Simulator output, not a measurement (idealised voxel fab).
The process module presented herein is designated voxel transistor to metal.
For reference, the cross-section in this document is cut, with width 150 nm and square cells of 5 nm.
Each cross-section below is a grid of square cells, stated as bands in top-down order, with one or more rows of cells making up each band.
Per band: top height and bottom height in nm, followed by the left-to-right materials and their widths in nm; "full width" marks a single material spanning edge to edge, "blank" marks empty space.
All heights in this document are referenced to 0, defined as the level beneath which the wafer, as received, consists entirely of one material. The lowest band is not bounded below; it extends indefinitely downward and is written in the form "0 -> down".
It should be noted that a width expressed as "30->40" varies in equal increments from row to row of cells within the band, taking the value of the first number at the top row and that of the second number at the bottom row.
You'll sometimes find "changes: none" written for a step, and that's the way of saying that nowhere in the cross-section did a cell change during that step.
"Closed-off voids": sealed empty spaces, 8 cells or more, no open way to top, listed width x height at distance, with distance from the left edge and width, height and distance in nm.
It should be noted that, on the line of a given step, the content following the step's settings is a remark produced by the simulator itself with respect to that step.
overlay nm: mask offset rightward from planned place, masked step; negative means leftward offset.
The planned process steps are enumerated hereunder:
| 1 | op RECEIVE | material Si |
| 2 | op CONFORMAL_DEP | material SiO2 | thk nm 5 |
| 3 | op CONFORMAL_DEP | material SiN | thk nm 15 |
| 4 | op DIRECTIONAL_DEP | material aC | thk nm 15 |
| 5 | op PATTERN | tone cover | mask id ACTIVE | material resist | width nm 95 | thk nm 30 | overlay nm 0 |
| 6 | op DIRECTIONAL_ETCH | etch materials aC | depth nm 15 |
| 7 | op STRIP | etch materials resist |
| 8 | op DIRECTIONAL_ETCH | etch materials SiN | depth nm 15 |
| 9 | op DIRECTIONAL_ETCH | etch materials SiO2 | depth nm 5 |
| 10 | op DIRECTIONAL_ETCH | etch materials Si | depth nm 30 |
| 11 | op STRIP | etch materials aC |
| 12 | op FILL_DEP | material SiO2 | thk nm 10 |
| 13 | op CMP | height nm 20 |
| 14 | op SELECTIVE_ETCH | etch materials SiO2 | depth nm 10 |
| 15 | op STRIP | etch materials SiN |
| 16 | op SELECTIVE_ETCH | etch materials SiO2 | depth nm 5 |
| 17 | op OXIDIZE | depth nm 5 |
| 18 | op DIRECTIONAL_DEP | material polySi | thk nm 25 |
| 19 | op DIRECTIONAL_DEP | material SiCN | thk nm 15 |
| 20 | op PATTERN | tone cover | mask id GATE | material resist | width nm 15 | thk nm 15 | overlay nm 0 |
| 21 | op DIRECTIONAL_ETCH | etch materials SiCN | depth nm 25 |
| 22 | op DIRECTIONAL_ETCH | etch materials polySi | depth nm 35 |
| 23 | op STRIP | etch materials resist |
| 24 | op CONFORMAL_DEP | material SiN | thk nm 10 |
| 25 | op DIRECTIONAL_ETCH | etch materials SiN | depth nm 10 |
| 26 | op DIRECTIONAL_ETCH | etch materials SiO2 | depth nm 5 |
| 27 | op EPI | material SiGe | thk nm 5 |
| 28 | op FILL_DEP | material SiO2 | thk nm 10 |
| 29 | op CMP | height nm 40 |
| 30 | op DIRECTIONAL_DEP | material SiO2 | thk nm 15 |
| 31 | op MASKED_ETCH | tone open | mask id CONTACT | width nm 20 | pitch nm 65 | etch materials SiO2 | depth nm 55 | overlay nm 0 |
| 32 | op CONFORMAL_DEP | material TiN | thk nm 5 |
| 33 | op FILL_DEP | material W | thk nm 10 |
| 34 | op CMP | height nm 55 |
| 35 | op CONFORMAL_DEP | material SiCN | thk nm 5 |
| 36 | op DIRECTIONAL_DEP | material SiO2 | thk nm 25 |
| 37 | op DIRECTIONAL_DEP | material aC | thk nm 10 |
| 38 | op PATTERN | tone open | mask id METAL_1 | material resist | width nm 20 | pitch nm 65 | thk nm 25 | overlay nm 0 |
| 39 | op DIRECTIONAL_ETCH | etch materials aC | depth nm 10 |
| 40 | op STRIP | etch materials resist |
| 41 | op DIRECTIONAL_ETCH | etch materials SiO2 | depth nm 25 |
| 42 | op DIRECTIONAL_ETCH | etch materials SiCN | depth nm 5 |
| 43 | op STRIP | etch materials aC |
| 44 | op CONFORMAL_DEP | material TiN | thk nm 5 |
| 45 | op FILL_DEP | material Cu | thk nm 10 |
| 46 | op CMP | height nm 85 |
| 47 | op EPI | material Ru | thk nm 5 |
| 48 | op FILL_DEP | material SiCN | thk nm 5 |
| 49 | op DIRECTIONAL_DEP | material SiO2 | thk nm 25 |
| 50 | op PATTERN | tone open | mask id METAL_2 | material resist | width nm 20 | pitch nm 65 | thk nm 20 | overlay nm 0 |
| 51 | op DIRECTIONAL_ETCH | etch materials SiO2 | depth nm 15 |
| 52 | op STRIP | etch materials resist |
| 53 | op DIRECTIONAL_DEP | material aC | thk nm 10 |
| 54 | op PATTERN | tone open | mask id METAL_2_HOLES | material resist | width nm 15 | pitch nm 65 | thk nm 30 | overlay nm 0 |
| 55 | op DIRECTIONAL_ETCH | etch materials aC | depth nm 10 |
| 56 | op STRIP | etch materials resist |
| 57 | op DIRECTIONAL_ETCH | etch materials SiO2 | depth nm 10 |
| 58 | op DIRECTIONAL_ETCH | etch materials SiCN | depth nm 5 |
| 59 | op STRIP | etch materials aC |
| 60 | op CONFORMAL_DEP | material TiN | thk nm 5 |
| 61 | op FILL_DEP | material Cu | thk nm 5 |
| 62 | op CMP | height nm 120 |
| 63 | op CONFORMAL_DEP | material SiN | thk nm 5 |
Here's what the wafer looked like in cross-section when it arrived - that's after step 1:
* 0 -> down = Si full width
* Closed-off voids: none
Looking at the first of two wafers in cross-section at end of module - ran to plan:
* 125 -> 120 = SiN full width
* 120 -> 110 = SiO2 30 nm; TiN 5 nm; Cu 10 nm; TiN 5 nm; SiO2 45 nm; TiN 5 nm; Cu 10 nm; TiN 5 nm; SiO2 35 nm
* 110 -> 105 = SiO2 30 nm; TiN 5 nm; Cu 5 nm; TiN 10 nm; SiO2 45 nm; TiN 5 nm; Cu 5 nm; TiN 10 nm; SiO2 35 nm
* 105 -> 95 = SiO2 30 nm; TiN 5 nm; Cu 5 nm; TiN 5 nm; SiO2 50 nm; TiN 5 nm; Cu 5 nm; TiN 5 nm; SiO2 40 nm
* 95 -> 90 = SiCN 30 nm; TiN 15 nm; SiCN 50 nm; TiN 15 nm; SiCN 40 nm
* 90 -> 85 = SiCN 25 nm; Ru 30 nm; SiCN 35 nm; Ru 30 nm; SiCN 30 nm
* 85 -> 60 = SiO2 30 nm; TiN 5 nm; Cu 10 nm; TiN 5 nm; SiO2 45 nm; TiN 5 nm; Cu 10 nm; TiN 5 nm; SiO2 35 nm
* 60 -> 55 = SiCN 30 nm; TiN 20 nm; SiCN 45 nm; TiN 20 nm; SiCN 35 nm
* 55 -> 40 = SiO2 30 nm; TiN 5 nm; W 10 nm; TiN 5 nm; SiO2 45 nm; TiN 5 nm; W 10 nm; TiN 5 nm; SiO2 35 nm
* 40 -> 25 = SiO2 30 nm; TiN 5 nm; W 10 nm; TiN 5 nm; SiO2 5 nm; SiN 10 nm; SiCN 15 nm; SiN 10 nm; SiO2 5 nm; TiN 5 nm; W 10 nm; TiN 5 nm; SiO2 35 nm
* 25 -> 5 = SiO2 30 nm; TiN 5 nm; W 10 nm; TiN 5 nm; SiO2 5 nm; SiN 10 nm; polySi 15 nm; SiN 10 nm; SiO2 5 nm; TiN 5 nm; W 10 nm; TiN 5 nm; SiO2 35 nm
* 5 -> 0 = SiO2 20 nm; SiN 10 nm; TiN 20 nm; SiO2 5 nm; SiN 10 nm; polySi 15 nm; SiN 10 nm; SiO2 5 nm; TiN 20 nm; SiN 10 nm; SiO2 25 nm
* 0 -> -5 = SiO2 30 nm; SiGe 25 nm; SiO2 35 nm; SiGe 25 nm; SiO2 35 nm
* -5 -> -30 = SiO2 25 nm; Si 95 nm; SiO2 30 nm
* -30 -> down = Si full width
* Closed-off voids: none
Presented here is a cross-section of the second of the two wafers as it stood at the end of the module. It was started in the same manner and assigned the same plan as the first wafer; however, one mistake was made in its execution:
* 125 -> 120 = SiN full width
* 120 -> 110 = SiO2 30 nm; TiN 5 nm; Cu 10 nm; TiN 5 nm; SiO2 45 nm; TiN 5 nm; Cu 10 nm; TiN 5 nm; SiO2 35 nm
* 110 -> 105 = SiO2 30 nm; TiN 5 nm; Cu 5 nm; TiN 10 nm; SiO2 45 nm; TiN 5 nm; Cu 5 nm; TiN 10 nm; SiO2 35 nm
* 105 -> 95 = SiO2 30 nm; TiN 5 nm; Cu 5 nm; TiN 5 nm; SiO2 50 nm; TiN 5 nm; Cu 5 nm; TiN 5 nm; SiO2 40 nm
* 95 -> 90 = SiCN 30 nm; TiN 15 nm; SiCN 50 nm; TiN 15 nm; SiCN 40 nm
* 90 -> 85 = SiCN 25 nm; Ru 30 nm; SiCN 35 nm; Ru 30 nm; SiCN 30 nm
* 85 -> 60 = SiO2 30 nm; TiN 5 nm; Cu 10 nm; TiN 5 nm; SiO2 45 nm; TiN 5 nm; Cu 10 nm; TiN 5 nm; SiO2 35 nm
* 60 -> 55 = SiCN 30 nm; TiN 20 nm; SiCN 45 nm; TiN 20 nm; SiCN 35 nm
* 55 -> 40 = SiO2 30 nm; TiN 5 nm; W 10 nm; TiN 5 nm; SiO2 45 nm; TiN 5 nm; W 10 nm; TiN 5 nm; SiO2 35 nm
* 40 -> 25 = SiO2 30 nm; TiN 5 nm; W 10 nm; TiN 5 nm; SiO2 5 nm; SiN 10 nm; SiCN 15 nm; SiN 10 nm; SiO2 5 nm; TiN 5 nm; W 10 nm; TiN 5 nm; SiO2 35 nm
* 25 -> 10 = SiO2 30 nm; TiN 5 nm; W 10 nm; TiN 5 nm; SiO2 5 nm; SiN 10 nm; polySi 15 nm; SiN 10 nm; SiO2 5 nm; TiN 5 nm; W 10 nm; TiN 5 nm; SiO2 35 nm
* 10 -> 5 = SiO2 30 nm; TiN 10 nm; W 5 nm; TiN 5 nm; SiO2 5 nm; SiN 10 nm; polySi 15 nm; SiN 10 nm; SiO2 5 nm; TiN 5 nm; W 5 nm; TiN 10 nm; SiO2 35 nm
* 5 -> 0 = SiO2 25 nm; SiN 10 nm; TiN 15 nm; SiO2 5 nm; SiN 10 nm; polySi 15 nm; SiN 10 nm; SiO2 5 nm; TiN 15 nm; SiN 10 nm; SiO2 30 nm
* 0 -> -5 = SiO2 35 nm; SiGe 20 nm; SiO2 35 nm; SiGe 20 nm; SiO2 40 nm
* -5 -> -30 = SiO2 30 nm; Si 85 nm; SiO2 35 nm
* -30 -> down = Si full width
* Closed-off voids: none
Against the plan, the run slipped here: in deviation from the planned setting, step 5 was conducted as op PATTERN | tone cover | mask id ACTIVE | material resist | width nm 85 | thk nm 30 | overlay nm 0
at the end the second wafer has, in cells: Si: 10 fewer; SiGe: 2 fewer; SiO2: 14 more; W: 2 fewer
